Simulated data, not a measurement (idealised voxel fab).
The process module presented herein is designated voxel wiring stack.
This is section cut - it's 180 nm across, gridded in 5 nm square cells.
In this document a cross-section is written as a grid of square cells. It is given as a series of bands, listed from the top down, and a band is one or more rows of cells. Top, bottom (nm), then materials left to right with widths (nm); lone material tagged "full width" fills the whole band edge to edge; "empty" = empty space. Height reference: 0 = level under which incoming wafer is all one material. Lowest band: no bottom, runs on downward, e.g. "from 0 down". A two-number width, for instance "30->40", indicates that the width is equal to the first number in the top row of the band and to the second number in the bottom row, and that it changes by a constant amount per row of cells. Reading "remained the same" for a step: not a cell of the cross-section changed in it. Reported under the label "Closed void table" are the empty spaces having no open way to the top and comprising 8 cells or more; the notation for each is width x height at distance, in which the distance is measured from the left edge and all three values are in nm. If you see something after the settings on a step's line, that's the simulator's own remark about that step. On any step carrying a mask, the "overlay nm" setting, if present on the step's line, tells how far right of its planned place the mask lay; negative values point to the left. How should the pairs below be read? Each gives the cross-section before one process step and the cross-section after it, the latter drawn only to the lowest band that changed; the step that lies between them, with its settings, appears under the pair. Does a pair pick up where the pair above left off? Only where its entry headed "Prior to processing" says so, since pairs can come from different runs of this module on the same starting wafer.
Prior to processing
- from 110 to 95  SiO2=55 / empty=25 / SiO2=15 / empty=25 / SiO2=60
- from 95 to 80  SiO2=55 / empty=15 / SiO2=110
- from 80 to 75  SiCN=55 / empty=15 / SiCN=110
- from 75 to 60  lowk=55 / SiN=5 / W=25 / SiN=5 / lowk=5 / SiN=5 / W=25 / SiN=5 / lowk=50
- from 60 to 55  SiN=60 / TiN=25 / SiN=15 / TiN=25 / SiN=55
- from 55 to 45  SiO2=55 / TiN=5 / Ru=5 / TiN=5 / SiO2=25 / TiN=5 / Ru=5 / TiN=5 / SiO2=70
- from 45 to 40  SiCN=55 / TiN=15 / SiCN=25 / TiN=15 / SiCN=70
- from 40 to 35  SiCN=50 / Ru=35 / SiCN=5 / Ru=35 / SiCN=55
- from 35 to 20  SiO2=55 / TiN=5 / Cu=15 / TiN=5 / SiO2=15 / TiN=5 / Cu=15 / TiN=5 / SiO2=60
- from 20 to 15  SiN=55 / TiN=25 / SiN=15 / TiN=25 / SiN=60
- from 15 to 0  SiO2 full width
- from 0 down  Si full width
- Closed void table: none
As Processed
- from 115 to 110  TiN=60 / empty=15 / TiN=25 / empty=15 / TiN=65
- from 110 to 100  SiO2=55 / TiN=5 / empty=15 / TiN=5 / SiO2=15 / TiN=5 / empty=15 / TiN=5 / SiO2=60
- from 100 to 95  SiO2=55 / TiN=5 / empty=5 / TiN=15 / SiO2=15 / TiN=25 / SiO2=60
- from 95 to 80  SiO2=55 / TiN=5 / empty=5 / TiN=5 / SiO2=110
- from 80 to 75  SiCN=55 / TiN=15 / SiCN=110
- Anything lower than 75 is untouched.
- Closed void table: none
The process step bridging the two cross-sections above: CONFORMAL_DEP with material TiN, thk nm 5
Prior to processing: The prior state of this step coincides with the post-step cross-section of the pair just above.
As Processed
- from 120 to 115  Cu full width
- from 115 to 110  TiN=60 / Cu=15 / TiN=25 / Cu=15 / TiN=65
- from 110 to 100  SiO2=55 / TiN=5 / Cu=15 / TiN=5 / SiO2=15 / TiN=5 / Cu=15 / TiN=5 / SiO2=60
- from 100 to 95  SiO2=55 / TiN=5 / Cu=5 / TiN=15 / SiO2=15 / TiN=25 / SiO2=60
- from 95 to 80  SiO2=55 / TiN=5 / Cu=5 / TiN=5 / SiO2=110
- Anything lower than 80 is untouched.
- Closed void table: none
The process step bridging the two cross-sections above: FILL_DEP with material Cu, thk nm 5
Prior to processing: The prior state of this step coincides with the post-step cross-section of the pair just above.
As Processed
- from 110 to 100  SiO2=55 / TiN=5 / Cu=15 / TiN=5 / SiO2=15 / TiN=5 / Cu=15 / TiN=5 / SiO2=60
- Anything lower than 100 is untouched.
- Closed void table: none
The process step bridging the two cross-sections above: CMP with height nm 110
Prior to processing: The prior state of this step coincides with the post-step cross-section of the pair just above.
As Processed
- from 115 to 110  SiN full width
- Anything lower than 110 is untouched.
- Closed void table: none
The process step bridging the two cross-sections above: CONFORMAL_DEP with material SiN, thk nm 5
Prior to processing
- from 75 to 60  lowk=50 / SiN=5 / W=25 / SiN=5 / lowk=5 / SiN=5 / W=25 / SiN=5 / lowk=55
- from 60 to 55  SiN=55 / TiN=25 / SiN=15 / TiN=25 / SiN=60
- from 55 to 45  SiO2=55 / TiN=5 / Ru=5 / TiN=5 / SiO2=25 / TiN=5 / Ru=5 / TiN=5 / SiO2=70
- from 45 to 40  SiCN=55 / TiN=15 / SiCN=25 / TiN=15 / SiCN=70
- from 40 to 35  SiCN=50 / Ru=35 / SiCN=5 / Ru=35 / SiCN=55
- from 35 to 20  SiO2=55 / TiN=5 / Cu=15 / TiN=5 / SiO2=15 / TiN=5 / Cu=15 / TiN=5 / SiO2=60
- from 20 to 15  SiN=55 / TiN=25 / SiN=15 / TiN=25 / SiN=60
- from 15 to 0  SiO2 full width
- from 0 down  Si full width
- Closed void table: none
As Processed
- from 80 to 75  Ru full width
- Anything lower than 75 is untouched.
- Closed void table: none
The process step bridging the two cross-sections above: CONFORMAL_DEP with material Ru, thk nm 5
Prior to processing: The prior state of this step coincides with the post-step cross-section of the pair just above.
As Processed
- from 110 to 80  SiO2 full width
- Anything lower than 80 is untouched.
- Closed void table: none
The process step bridging the two cross-sections above: DIRECTIONAL_DEP with material SiO2, thk nm 30
Prior to processing: The prior state of this step coincides with the post-step cross-section of the pair just above.
As Processed
- from 120 to 110  aC full width
- Anything lower than 110 is untouched.
- Closed void table: none
The process step bridging the two cross-sections above: DIRECTIONAL_DEP with material aC, thk nm 10
Prior to processing: The prior state of this step coincides with the post-step cross-section of the pair just above.
As Processed
- from 150 to 120  resist=55 / empty=15 / resist=110
- Anything lower than 120 is untouched.
- Closed void table: none
The process step bridging the two cross-sections above: PATTERN with tone open, mask id METAL_3_HOLES, material resist, width nm 15, thk nm 30, overlay nm 0
Prior to processing: The prior state of this step coincides with the post-step cross-section of the pair just above.
As Processed
- from 140 to 120  resist=55 / empty=15 / resist=110
- from 120 to 110  aC=55 / empty=15 / aC=110
- Anything lower than 110 is untouched.
- Closed void table: none
The process step bridging the two cross-sections above: DIRECTIONAL_ETCH with etch materials aC, depth nm 10
Prior to processing: The prior state of this step coincides with the post-step cross-section of the pair just above.
As Processed
- from 120 to 110  aC=55 / empty=15 / aC=110
- Anything lower than 110 is untouched.
- Closed void table: none
The process step bridging the two cross-sections above: STRIP with etch materials resist
Prior to processing: The prior state of this step coincides with the post-step cross-section of the pair just above.
As Processed
- from 120 to 110  aC=55 / empty=15 / aC=110
- from 110 to 80  SiO2=55 / empty=15 / SiO2=110
- Anything lower than 80 is untouched.
- Closed void table: none
The process step bridging the two cross-sections above: DIRECTIONAL_ETCH with etch materials SiO2, depth nm 30
Prior to processing: The prior state of this step coincides with the post-step cross-section of the pair just above.
As Processed
- from 110 to 80  SiO2=55 / empty=15 / SiO2=110
- Anything lower than 80 is untouched.
- Closed void table: none
The process step bridging the two cross-sections above: STRIP with etch materials aC
Prior to processing: The prior state of this step coincides with the post-step cross-section of the pair just above.
As Processed
- from 125 to 110  aC=55 / empty=15 / aC=110
- from 110 to 95  SiO2=55 / empty=15 / SiO2=110
- from 95 to 80  SiO2=55 / aC=15 / SiO2=110
- Anything lower than 80 is untouched.
- Closed void table: none
The process step bridging the two cross-sections above: DIRECTIONAL_DEP with material aC, thk nm 15
Prior to processing: The prior state of this step coincides with the post-step cross-section of the pair just above.
As Processed
- from 155 to 125  resist=55 / empty=25 / resist=15 / empty=25 / resist=60
- Anything lower than 125 is untouched.
- Closed void table: none
The process step bridging the two cross-sections above: PATTERN with tone open, mask id METAL_3, material resist, width nm 25, pitch nm 40, thk nm 30, overlay nm 0
Prior to processing: The prior state of this step coincides with the post-step cross-section of the pair just above.
As Processed
- from 140 to 125  resist=55 / empty=25 / resist=15 / empty=25 / resist=60
- from 125 to 110  aC=55 / empty=25 / aC=15 / empty=25 / aC=60
- from 110 to 80  SiO2=55 / empty=15 / SiO2=110
- Anything lower than 80 is untouched.
- Closed void table: none
The process step bridging the two cross-sections above: DIRECTIONAL_ETCH with etch materials aC, depth nm 15
Prior to processing: The prior state of this step coincides with the post-step cross-section of the pair just above.
As Processed
- from 125 to 110  aC=55 / empty=25 / aC=15 / empty=25 / aC=60
- Anything lower than 110 is untouched.
- Closed void table: none
The process step bridging the two cross-sections above: STRIP with etch materials resist
Prior to processing: The prior state of this step coincides with the post-step cross-section of the pair just above.
As Processed
- from 125 to 110  aC=55 / empty=25 / aC=15 / empty=25 / aC=60
- from 110 to 95  SiO2=55 / empty=25 / SiO2=15 / empty=25 / SiO2=60
- Anything lower than 95 is untouched.
- Closed void table: none
The process step bridging the two cross-sections above: DIRECTIONAL_ETCH with etch materials SiO2, depth nm 15
Prior to processing: The prior state of this step coincides with the post-step cross-section of the pair just above.
As Processed
- from 110 to 95  SiO2=55 / empty=25 / SiO2=15 / empty=25 / SiO2=60
- Anything lower than 95 is untouched.
- Closed void table: none
The process step bridging the two cross-sections above: STRIP with etch materials aC
Prior to processing: The prior state of this step coincides with the post-step cross-section of the pair just above.
As Processed
- from 115 to 110  TiN=60 / empty=15 / TiN=25 / empty=15 / TiN=65
- from 110 to 100  SiO2=55 / TiN=5 / empty=15 / TiN=5 / SiO2=15 / TiN=5 / empty=15 / TiN=5 / SiO2=60
- from 100 to 95  SiO2=55 / TiN=5 / empty=5 / TiN=15 / SiO2=15 / TiN=25 / SiO2=60
- from 95 to 85  SiO2=55 / TiN=5 / empty=5 / TiN=5 / SiO2=110
- from 85 to 80  SiO2=55 / TiN=15 / SiO2=110
- Anything lower than 80 is untouched.
- Closed void table: none
The process step bridging the two cross-sections above: CONFORMAL_DEP with material TiN, thk nm 5
Prior to processing: The prior state of this step coincides with the post-step cross-section of the pair just above.
As Processed
- from 120 to 115  Cu full width
- from 115 to 110  TiN=60 / Cu=15 / TiN=25 / Cu=15 / TiN=65
- from 110 to 100  SiO2=55 / TiN=5 / Cu=15 / TiN=5 / SiO2=15 / TiN=5 / Cu=15 / TiN=5 / SiO2=60
- from 100 to 95  SiO2=55 / TiN=5 / Cu=5 / TiN=15 / SiO2=15 / TiN=25 / SiO2=60
- from 95 to 85  SiO2=55 / TiN=5 / Cu=5 / TiN=5 / SiO2=110
- Anything lower than 85 is untouched.
- Closed void table: none
The process step bridging the two cross-sections above: FILL_DEP with material Cu, thk nm 5
Prior to processing: The prior state of this step coincides with the post-step cross-section of the pair just above.
As Processed
- from 110 to 100  SiO2=55 / TiN=5 / Cu=15 / TiN=5 / SiO2=15 / TiN=5 / Cu=15 / TiN=5 / SiO2=60
- Anything lower than 100 is untouched.
- Closed void table: none
The process step bridging the two cross-sections above: CMP with height nm 110
Prior to processing: The prior state of this step coincides with the post-step cross-section of the pair just above.
As Processed
- from 115 to 110  SiN full width
- Anything lower than 110 is untouched.
- Closed void table: none
The process step bridging the two cross-sections above: CONFORMAL_DEP with material SiN, thk nm 5
Prior to processing
- from 125 to 110  aC=55 / empty=15 / aC=110
- from 110 to 95  SiO2=55 / empty=15 / SiO2=110
- from 95 to 80  SiO2=55 / aC=15 / SiO2=110
- from 80 to 75  SiCN full width
- from 75 to 60  lowk=50 / SiN=5 / W=25 / SiN=5 / lowk=5 / SiN=5 / W=25 / SiN=5 / lowk=55
- from 60 to 55  SiN=55 / TiN=25 / SiN=15 / TiN=25 / SiN=60
- from 55 to 45  SiO2=55 / TiN=5 / Ru=5 / TiN=5 / SiO2=25 / TiN=5 / Ru=5 / TiN=5 / SiO2=70
- from 45 to 40  SiCN=55 / TiN=15 / SiCN=25 / TiN=15 / SiCN=70
- from 40 to 35  SiCN=50 / Ru=35 / SiCN=5 / Ru=35 / SiCN=55
- from 35 to 20  SiO2=55 / TiN=5 / Cu=15 / TiN=5 / SiO2=15 / TiN=5 / Cu=15 / TiN=5 / SiO2=60
- from 20 to 15  SiN=55 / TiN=25 / SiN=15 / TiN=25 / SiN=60
- from 15 to 0  SiO2 full width
- from 0 down  Si full width
- Closed void table: none
As Processed
- from 155 to 125  empty=55 / resist=25 / empty=15 / resist=25 / empty=60
- from 125 to 110  aC=55 / resist=15 / aC=110
- from 110 to 95  SiO2=55 / resist=15 / SiO2=110
- Anything lower than 95 is untouched.
- Closed void table: none
The process step bridging the two cross-sections above: PATTERN with tone cover, mask id METAL_3, material resist, width nm 25, pitch nm 40, thk nm 30, overlay nm 0
Prior to processing: The prior state of this step coincides with the post-step cross-section of the pair just above.
As Processed
- from 140 to 125  empty=55 / resist=25 / empty=15 / resist=25 / empty=60
- from 125 to 110  empty=55 / resist=15 / aC=10 / empty=15 / aC=25 / empty=60
- Anything lower than 110 is untouched.
- Closed void table: none
The process step bridging the two cross-sections above: DIRECTIONAL_ETCH with etch materials aC, depth nm 15
Prior to processing: The prior state of this step coincides with the post-step cross-section of the pair just above.
As Processed
- from 125 to 110  empty=70 / aC=10 / empty=15 / aC=25 / empty=60
- from 110 to 95  SiO2=55 / empty=15 / SiO2=110
- Anything lower than 95 is untouched.
- Closed void table: none
The process step bridging the two cross-sections above: STRIP with etch materials resist
Prior to processing: The prior state of this step coincides with the post-step cross-section of the pair just above.
As Processed
- from 125 to 110  empty=70 / aC=10 / empty=15 / aC=25 / empty=60
- from 110 to 95  empty=70 / SiO2=10 / empty=15 / SiO2=25 / empty=60
- Anything lower than 95 is untouched.
- Closed void table: none
The process step bridging the two cross-sections above: DIRECTIONAL_ETCH with etch materials SiO2, depth nm 15
Prior to processing: The prior state of this step coincides with the post-step cross-section of the pair just above.
As Processed
- from 110 to 95  empty=70 / SiO2=10 / empty=15 / SiO2=25 / empty=60
- from 95 to 80  SiO2=55 / empty=15 / SiO2=110
- Anything lower than 80 is untouched.
- Closed void table: none
The process step bridging the two cross-sections above: STRIP with etch materials aC
Prior to processing: The prior state of this step coincides with the post-step cross-section of the pair just above.
As Processed
- from 115 to 110  empty=65 / TiN=20 / empty=5 / TiN=35 / empty=55
- from 110 to 100  empty=65 / TiN=5 / SiO2=10 / TiN=5 / empty=5 / TiN=5 / SiO2=25 / TiN=5 / empty=55
- from 100 to 95  TiN=60 / empty=5 / TiN=5 / SiO2=10 / TiN=15 / SiO2=25 / TiN=60
- from 95 to 85  SiO2=55 / TiN=5 / empty=5 / TiN=5 / SiO2=110
- from 85 to 80  SiO2=55 / TiN=15 / SiO2=110
- Anything lower than 80 is untouched.
- Closed void table: none
The process step bridging the two cross-sections above: CONFORMAL_DEP with material TiN, thk nm 5
Prior to processing: The prior state of this step coincides with the post-step cross-section of the pair just above.
As Processed
- from 120 to 115  Cu full width
- from 115 to 110  Cu=65 / TiN=20 / Cu=5 / TiN=35 / Cu=55
- from 110 to 100  Cu=65 / TiN=5 / SiO2=10 / TiN=5 / Cu=5 / TiN=5 / SiO2=25 / TiN=5 / Cu=55
- from 100 to 95  TiN=60 / Cu=5 / TiN=5 / SiO2=10 / TiN=15 / SiO2=25 / TiN=60
- from 95 to 85  SiO2=55 / TiN=5 / Cu=5 / TiN=5 / SiO2=110
- Anything lower than 85 is untouched.
- Closed void table: none
The process step bridging the two cross-sections above: FILL_DEP with material Cu, thk nm 5
Prior to processing: The prior state of this step coincides with the post-step cross-section of the pair just above.
As Processed
- from 110 to 100  Cu=65 / TiN=5 / SiO2=10 / TiN=5 / Cu=5 / TiN=5 / SiO2=25 / TiN=5 / Cu=55
- Anything lower than 100 is untouched.
- Closed void table: none
The process step bridging the two cross-sections above: CMP with height nm 110
Prior to processing: The prior state of this step coincides with the post-step cross-section of the pair just above.
As Processed
- from 115 to 110  SiN full width
- Anything lower than 110 is untouched.
- Closed void table: none
The process step bridging the two cross-sections above: CONFORMAL_DEP with material SiN, thk nm 5
